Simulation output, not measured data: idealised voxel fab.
Process module heading - voxel capacitor over wiring
The width of the displayed cross-section, cut, is 245 nm; its cells are square, with a size of 5 nm.
Cross-section layout: square cells on a grid; listed as bands, top to bottom; a band spans one or more cell rows.
In this notation a band is specified by the heights of its top and bottom, in that order and in nm, after which its materials appear from left to right, each paired with its width in nm. The word "full width" attached to a single material means that material fills the band from edge to edge; the word "empty" stands for empty space.
Beneath 0, the wafer as received is one material, and that level is where height counting begins. The lowest band goes on downward without a bottom; it is written like "from 0 down".
Quick explanation for "30->40": the width changes in equal steps down the rows of cells, from the first number in the band's top row to the second number in its bottom row.
Where a step carries "left unchanged", the cross-section came out of it unchanged, cell for cell.
Closed empty spaces (no open way to the top) of 8 cells or more are what "Unvented internal voids" lists, each as width x height at distance from the left edge, nm for all three.
Heads up: the bit after the settings on a step's line is the simulator's remark on that step.
overlay nm: where the mask lay relative to plan, measured to the right, on steps with a mask; negatives go left.
-- Process steps (planned)
1,RECEIVE, material Si
2,CONFORMAL_DEP, material SiO2, thk nm 15
3,DIRECTIONAL_DEP, material TiN, thk nm 5
4,DIRECTIONAL_DEP, material Ru, thk nm 20
5,PATTERN, tone cover, mask id METAL_1, material resist, width nm 25, pitch nm 75, thk nm 20, overlay nm 0
6,DIRECTIONAL_ETCH, etch materials Ru, depth nm 20
7,DIRECTIONAL_ETCH, etch materials TiN, depth nm 5
8,STRIP, etch materials resist
9,CONFORMAL_DEP, material SiN, thk nm 5
10,FILL_DEP, material lowk, thk nm 10
11,CMP, height nm 40
12,CONFORMAL_DEP, material SiCN, thk nm 5
13,DIRECTIONAL_DEP, material SiO2, thk nm 10
14,PATTERN, tone open, mask id PLUG_1, material resist, width nm 15, thk nm 20, overlay nm 0
15,DIRECTIONAL_ETCH, etch materials SiO2, depth nm 10
16,DIRECTIONAL_ETCH, etch materials SiCN, depth nm 5
17,STRIP, etch materials resist
18,CONFORMAL_DEP, material TiN, thk nm 5
19,FILL_DEP, material Ru, thk nm 5
20,CMP, height nm 55
21,DIRECTIONAL_DEP, material TiN, thk nm 5
22,DIRECTIONAL_DEP, material HfO2, thk nm 5
23,DIRECTIONAL_DEP, material TiN, thk nm 10
24,DIRECTIONAL_DEP, material aC, thk nm 10
25,PATTERN, tone cover, mask id UPPER_PLATE, material resist, width nm 55, thk nm 30, overlay nm 0
26,DIRECTIONAL_ETCH, etch materials aC, depth nm 10
27,STRIP, etch materials resist
28,DIRECTIONAL_ETCH, etch materials TiN, depth nm 10
29,DIRECTIONAL_ETCH, etch materials HfO2, depth nm 5
30,STRIP, etch materials aC
31,DIRECTIONAL_DEP, material aC, thk nm 15
32,PATTERN, tone cover, mask id LOWER_PLATE, material resist, width nm 65, thk nm 30, overlay nm 0
33,DIRECTIONAL_ETCH, etch materials aC, depth nm 15
34,STRIP, etch materials resist
35,DIRECTIONAL_ETCH, etch materials TiN, depth nm 5
36,STRIP, etch materials aC
37,FILL_DEP, material SiO2, thk nm 20
38,CMP, height nm 90
39,DIRECTIONAL_DEP, material aC, thk nm 10
40,PATTERN, tone open, mask id PLUG_2, material resist, width nm 15, thk nm 30, overlay nm 0
41,DIRECTIONAL_ETCH, etch materials aC, depth nm 10
42,STRIP, etch materials resist
43,DIRECTIONAL_ETCH, etch materials SiO2, depth nm 15
44,STRIP, etch materials aC
45,CONFORMAL_DEP, material TiN, thk nm 5
46,FILL_DEP, material Cu, thk nm 10
47,CMP, height nm 90
48,CONFORMAL_DEP, material SiCN, thk nm 5
-- What follows covers the first of two wafers; it ran as planned
-- Incoming wafer, cross-sectional view, post step 1
from 0 down: Si full width
Unvented internal voids: none
-- After step 2: wafer cross-section
from 15 to 0: SiO2 full width
Rest of section, below 0: as before.
-- After step 3: wafer cross-section
from 20 to 15: TiN full width
Rest of section, below 15: as before.
-- After step 4: wafer cross-section
from 40 to 20: Ru full width
Rest of section, below 20: as before.
-- After step 5: wafer cross-section
from 60 to 40: empty (70), then resist (25), then empty (50), then resist (25), then empty (75)
Rest of section, below 40: as before.
-- After step 6: wafer cross-section
from 60 to 40: empty (70), then resist (25), then empty (50), then resist (25), then empty (75)
from 40 to 20: empty (70), then Ru (25), then empty (50), then Ru (25), then empty (75)
Rest of section, below 20: as before.
-- After step 7: wafer cross-section
from 60 to 40: empty (70), then resist (25), then empty (50), then resist (25), then empty (75)
from 40 to 20: empty (70), then Ru (25), then empty (50), then Ru (25), then empty (75)
from 20 to 15: empty (70), then TiN (25), then empty (50), then TiN (25), then empty (75)
Rest of section, below 15: as before.
-- After step 8: wafer cross-section
from 40 to 20: empty (70), then Ru (25), then empty (50), then Ru (25), then empty (75)
Rest of section, below 20: as before.
-- After step 9: wafer cross-section
from 45 to 40: empty (65), then SiN (35), then empty (40), then SiN (35), then empty (70)
from 40 to 20: empty (65), then SiN (5), then Ru (25), then SiN (5), then empty (40), then SiN (5), then Ru (25), then SiN (5), then empty (70)
from 20 to 15: SiN (70), then TiN (25), then SiN (50), then TiN (25), then SiN (75)
Rest of section, below 15: as before.
-- After step 10: wafer cross-section
from 55 to 45: lowk full width
from 45 to 40: lowk (65), then SiN (35), then lowk (40), then SiN (35), then lowk (70)
from 40 to 20: lowk (65), then SiN (5), then Ru (25), then SiN (5), then lowk (40), then SiN (5), then Ru (25), then SiN (5), then lowk (70)
Rest of section, below 20: as before.
-- After step 11: wafer cross-section
from 40 to 20: lowk (65), then SiN (5), then Ru (25), then SiN (5), then lowk (40), then SiN (5), then Ru (25), then SiN (5), then lowk (70)
Rest of section, below 20: as before.
-- After step 12: wafer cross-section
from 45 to 40: SiCN full width
Rest of section, below 40: as before.
-- After step 13: wafer cross-section
from 55 to 45: SiO2 full width
Rest of section, below 45: as before.
-- After step 14: wafer cross-section
from 75 to 55: resist (80), then empty (15), then resist (150)
Rest of section, below 55: as before.
-- After step 15: wafer cross-section
from 75 to 55: resist (80), then empty (15), then resist (150)
from 55 to 45: SiO2 (80), then empty (15), then SiO2 (150)
Rest of section, below 45: as before.
-- After step 16: wafer cross-section
from 75 to 55: resist (80), then empty (15), then resist (150)
from 55 to 45: SiO2 (80), then empty (15), then SiO2 (150)
from 45 to 40: SiCN (80), then empty (15), then SiCN (150)
Rest of section, below 40: as before.
-- After step 17: wafer cross-section
from 55 to 45: SiO2 (80), then empty (15), then SiO2 (150)
Rest of section, below 45: as before.
-- After step 18: wafer cross-section
from 60 to 55: TiN (85), then empty (5), then TiN (155)
from 55 to 45: SiO2 (80), then TiN (5), then empty (5), then TiN (5), then SiO2 (150)
from 45 to 40: SiCN (80), then TiN (15), then SiCN (150)
Rest of section, below 40: as before.
-- After step 19: wafer cross-section
from 65 to 60: Ru full width
from 60 to 55: TiN (85), then Ru (5), then TiN (155)
from 55 to 45: SiO2 (80), then TiN (5), then Ru (5), then TiN (5), then SiO2 (150)
Rest of section, below 45: as before.
-- After step 20: wafer cross-section
from 55 to 45: SiO2 (80), then TiN (5), then Ru (5), then TiN (5), then SiO2 (150)
Rest of section, below 45: as before.
-- After step 21: wafer cross-section
from 60 to 55: TiN full width
Rest of section, below 55: as before.
-- After step 22: wafer cross-section
from 65 to 60: HfO2 full width
Rest of section, below 60: as before.
-- After step 23: wafer cross-section
from 75 to 65: TiN full width
Rest of section, below 65: as before.
-- After step 24: wafer cross-section
from 85 to 75: aC full width
Rest of section, below 75: as before.
-- After step 25: wafer cross-section
from 115 to 85: empty (80), then resist (55), then empty (110)
Rest of section, below 85: as before.
-- After step 26: wafer cross-section
from 105 to 85: empty (80), then resist (55), then empty (110)
from 85 to 75: empty (80), then aC (55), then empty (110)
Rest of section, below 75: as before.
-- After step 27: wafer cross-section
from 85 to 75: empty (80), then aC (55), then empty (110)
Rest of section, below 75: as before.
-- After step 28: wafer cross-section
from 85 to 75: empty (80), then aC (55), then empty (110)
from 75 to 65: empty (80), then TiN (55), then empty (110)
Rest of section, below 65: as before.
-- After step 29: wafer cross-section
from 85 to 75: empty (80), then aC (55), then empty (110)
from 75 to 65: empty (80), then TiN (55), then empty (110)
from 65 to 60: empty (80), then HfO2 (55), then empty (110)
Rest of section, below 60: as before.
-- After step 30: wafer cross-section
from 75 to 65: empty (80), then TiN (55), then empty (110)
Rest of section, below 65: as before.
-- After step 31: wafer cross-section
from 90 to 75: empty (80), then aC (55), then empty (110)
from 75 to 65: aC (80), then TiN (55), then aC (110)
from 65 to 60: aC (80), then HfO2 (55), then aC (110)
Rest of section, below 60: as before.
-- After step 32: wafer cross-section
from 120 to 90: empty (75), then resist (65), then empty (105)
from 90 to 75: empty (75), then resist (5), then aC (55), then resist (5), then empty (105)
Rest of section, below 75: as before.
-- After step 33: wafer cross-section
from 105 to 90: empty (75), then resist (65), then empty (105)
from 90 to 75: empty (75), then resist (5), then aC (55), then resist (5), then empty (105)
from 75 to 65: empty (75), then aC (5), then TiN (55), then aC (5), then empty (105)
from 65 to 60: empty (75), then aC (5), then HfO2 (55), then aC (5), then empty (105)
Rest of section, below 60: as before.
-- After step 34: wafer cross-section
from 90 to 75: empty (80), then aC (55), then empty (110)
Rest of section, below 75: as before.
-- After step 35: wafer cross-section
from 90 to 75: empty (80), then aC (55), then empty (110)
from 75 to 65: empty (75), then aC (5), then TiN (55), then aC (5), then empty (105)
from 65 to 60: empty (75), then aC (5), then HfO2 (55), then aC (5), then empty (105)
from 60 to 55: empty (75), then TiN (65), then empty (105)
Rest of section, below 55: as before.
-- After step 36: wafer cross-section
from 75 to 65: empty (80), then TiN (55), then empty (110)
from 65 to 60: empty (80), then HfO2 (55), then empty (110)
Rest of section, below 60: as before.
-- After step 37: wafer cross-section
from 95 to 75: SiO2 full width
from 75 to 65: SiO2 (80), then TiN (55), then SiO2 (110)
from 65 to 60: SiO2 (80), then HfO2 (55), then SiO2 (110)
from 60 to 55: SiO2 (75), then TiN (65), then SiO2 (105)
Rest of section, below 55: as before.
-- After step 38: wafer cross-section
from 90 to 75: SiO2 full width
Rest of section, below 75: as before.
-- After step 39: wafer cross-section
from 100 to 90: aC full width
Rest of section, below 90: as before.
-- After step 40: wafer cross-section
from 130 to 100: resist (90), then empty (15), then resist (140)
Rest of section, below 100: as before.
-- After step 41: wafer cross-section
from 120 to 100: resist (90), then empty (15), then resist (140)
from 100 to 90: aC (90), then empty (15), then aC (140)
Rest of section, below 90: as before.
-- After step 42: wafer cross-section
from 100 to 90: aC (90), then empty (15), then aC (140)
Rest of section, below 90: as before.
-- After step 43: wafer cross-section
from 100 to 90: aC (90), then empty (15), then aC (140)
from 90 to 75: SiO2 (90), then empty (15), then SiO2 (140)
Rest of section, below 75: as before.
-- After step 44: wafer cross-section
from 90 to 75: SiO2 (90), then empty (15), then SiO2 (140)
Rest of section, below 75: as before.
-- After step 45: wafer cross-section
from 95 to 90: TiN (95), then empty (5), then TiN (145)
from 90 to 80: SiO2 (90), then TiN (5), then empty (5), then TiN (5), then SiO2 (140)
from 80 to 75: SiO2 (90), then TiN (15), then SiO2 (140)
Rest of section, below 75: as before.
-- After step 46: wafer cross-section
from 105 to 95: Cu full width
from 95 to 90: TiN (95), then Cu (5), then TiN (145)
from 90 to 80: SiO2 (90), then TiN (5), then Cu (5), then TiN (5), then SiO2 (140)
Rest of section, below 80: as before.
-- After step 47: wafer cross-section
from 90 to 80: SiO2 (90), then TiN (5), then Cu (5), then TiN (5), then SiO2 (140)
Rest of section, below 80: as before.
-- After step 48: wafer cross-section
from 95 to 90: SiCN full width
Rest of section, below 90: as before.
-- The Second Wafer: Common Origin and Plan, One Mistake in Execution, Identical to the First Through Step 46
The second wafer cut through, at the time step 47 was supposed to be finished: left unchanged
-- The second wafer cut through, at the time step 48 was supposed to be finished
from 110 to 105: SiCN full width
Rest of section, below 105: as before.
Deviation noted in wafer processing: step 47 of the plan got skipped, so it never ran
Upon completion, the second wafer contains, in terms of cells, a greater or smaller amount of certain materials than the first wafer: +99 Cu | +48 TiN
